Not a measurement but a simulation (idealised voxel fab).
A process module follows: voxel transistor to metal.
For reference, the cross-section in this document is cut, with width 150 nm and square cells of 5 nm.
Cross-section spec: square-cell grid; bands listed top down; each band is one or more rows. Heights first: top, then bottom, in nm. Then materials, left to right, each with a width in nm. "edge to edge" on a single material: fills the band edge to edge. "empty": empty space. Measure heights from 0. That's the level where, below it, the as-received wafer is all one material. The lowest band is bottomless and extends downward; write it as in "from 0 down". Width "30 to 40": first value at the band's top row of cells, second value at its bottom row, equal change from row to row. When a step is marked "no alteration", none of the cells in the cross-section changed during that step. "Closed void table": sealed empty spaces, 8 cells or more, no open way to top, listed width x height at distance, with distance from the left edge and width, height and distance in nm. Post-settings text on a step line: simulator's own remark regarding the step. overlay nm: mask right of planned place by this much (step with mask). Neg. = left.
-- The process steps that were planned are listed below
step 1: RECEIVE (material Si)
step 2: CONFORMAL_DEP (material SiO2; thk nm 5)
step 3: CONFORMAL_DEP (material SiN; thk nm 10)
step 4: PATTERN (tone cover; mask id ACTIVE; material resist; width nm 90; thk nm 15; overlay nm 0)
step 5: DIRECTIONAL_ETCH (etch materials SiN; depth nm 10)
step 6: DIRECTIONAL_ETCH (etch materials SiO2; depth nm 5)
step 7: DIRECTIONAL_ETCH (etch materials Si; depth nm 30)
step 8: STRIP (etch materials resist)
step 9: FILL_DEP (material SiO2; thk nm 5)
step 10: CMP (height nm 15)
step 11: SELECTIVE_ETCH (etch materials SiO2; depth nm 5)
step 12: STRIP (etch materials SiN)
step 13: SELECTIVE_ETCH (etch materials SiO2; depth nm 5)
step 14: OXIDIZE (depth nm 5)
step 15: DIRECTIONAL_DEP (material polySi; thk nm 30)
step 16: DIRECTIONAL_DEP (material SiCN; thk nm 15)
step 17: DIRECTIONAL_DEP (material aC; thk nm 15)
step 18: PATTERN (tone cover; mask id GATE; material resist; width nm 20; thk nm 35; overlay nm 0)
step 19: DIRECTIONAL_ETCH (etch materials aC; depth nm 15)
step 20: STRIP (etch materials resist)
step 21: DIRECTIONAL_ETCH (etch materials SiCN; depth nm 25)
step 22: DIRECTIONAL_ETCH (etch materials polySi; depth nm 40)
step 23: STRIP (etch materials aC)
step 24: CONFORMAL_DEP (material SiN; thk nm 5)
step 25: DIRECTIONAL_ETCH (etch materials SiN; depth nm 5)
step 26: DIRECTIONAL_ETCH (etch materials SiO2; depth nm 5)
step 27: DIRECTIONAL_ETCH (etch materials Si; depth nm 10)
step 28: EPI (material SiGe; thk nm 15)
step 29: FILL_DEP (material SiO2; thk nm 10)
step 30: CMP (height nm 45)
step 31: DIRECTIONAL_DEP (material SiO2; thk nm 15)
step 32: DIRECTIONAL_DEP (material aC; thk nm 15)
step 33: PATTERN (tone open; mask id CONTACT; material resist; width nm 15; pitch nm 65; thk nm 35; overlay nm 0)
step 34: DIRECTIONAL_ETCH (etch materials aC; depth nm 15)
step 35: STRIP (etch materials resist)
step 36: DIRECTIONAL_ETCH (etch materials SiO2; depth nm 60)
step 37: STRIP (etch materials aC)
step 38: CONFORMAL_DEP (material TiN; thk nm 5)
step 39: FILL_DEP (material Ru; thk nm 5)
step 40: CMP (height nm 60)
step 41: CONFORMAL_DEP (material SiN; thk nm 5)
step 42: DIRECTIONAL_DEP (material SiO2; thk nm 25)
step 43: MASKED_ETCH (tone open; mask id METAL_1; width nm 15; pitch nm 65; etch materials SiO2; depth nm 25; overlay nm 0)
step 44: MASKED_ETCH (tone open; mask id METAL_1; width nm 15; pitch nm 65; etch materials SiN; depth nm 5; overlay nm 0)
step 45: CONFORMAL_DEP (material TiN; thk nm 5)
step 46: FILL_DEP (material Ru; thk nm 5)
step 47: CMP (height nm 90)
step 48: CONFORMAL_DEP (material SiCN; thk nm 5)
-- Here's what the wafer looked like in cross-section when it arrived - that's after step 1
- from 0 down | Si edge to edge
- Closed void table: none
-- Starting structure and process plan are as shown above, but one mistake was made in running the module; the wafer cross-section at the end of the module follows
- from 95 to 90 | SiCN edge to edge
- from 90 to 65 | SiO2 35 / TiN 5 / Ru 5 / TiN 5 / SiO2 50 / TiN 5 / Ru 5 / TiN 5 / SiO2 35
- from 65 to 60 | SiN 35 / TiN 15 / SiN 50 / TiN 15 / SiN 35
- from 60 to 45 | SiO2 35 / TiN 5 / Ru 5 / TiN 5 / SiO2 50 / TiN 5 / Ru 5 / TiN 5 / SiO2 35
- from 45 to 30 | SiO2 35 / TiN 5 / Ru 5 / TiN 5 / SiO2 10 / SiN 5 / SiCN 20 / SiN 5 / SiO2 10 / TiN 5 / Ru 5 / TiN 5 / SiO2 35
- from 30 to 15 | SiO2 35 / TiN 5 / Ru 5 / TiN 5 / SiO2 10 / SiN 5 / polySi 20 / SiN 5 / SiO2 10 / TiN 5 / Ru 5 / TiN 5 / SiO2 35
- from 15 to 10 | SiO2 35 / TiN 15 / SiO2 10 / SiN 5 / polySi 20 / SiN 5 / SiO2 10 / TiN 15 / SiO2 35
- from 10 to 5 | SiO2 35 / TiN 10 / SiGe 15 / SiN 5 / polySi 20 / SiN 5 / SiGe 15 / TiN 10 / SiO2 35
- from 5 to 0 | SiO2 25 / SiN 5 / SiGe 30 / SiN 5 / polySi 20 / SiN 5 / SiGe 30 / SiN 5 / SiO2 25
- from 0 to -5 | SiO2 25 / SiN 5 / SiGe 30 / SiO2 30 / SiGe 30 / SiN 5 / SiO2 25
- from -5 to -10 | SiO2 35 / SiGe 25 / Si 30 / SiGe 25 / SiO2 35
- from -10 to -15 | SiO2 30 / Si 5 / SiGe 25 / Si 30 / SiGe 25 / Si 5 / SiO2 30
- from -15 to -30 | SiO2 30 / Si 90 / SiO2 30
- from -30 down | Si edge to edge
- Closed void table: none
Misprocessing identified: no execution of plan step 2; skipped
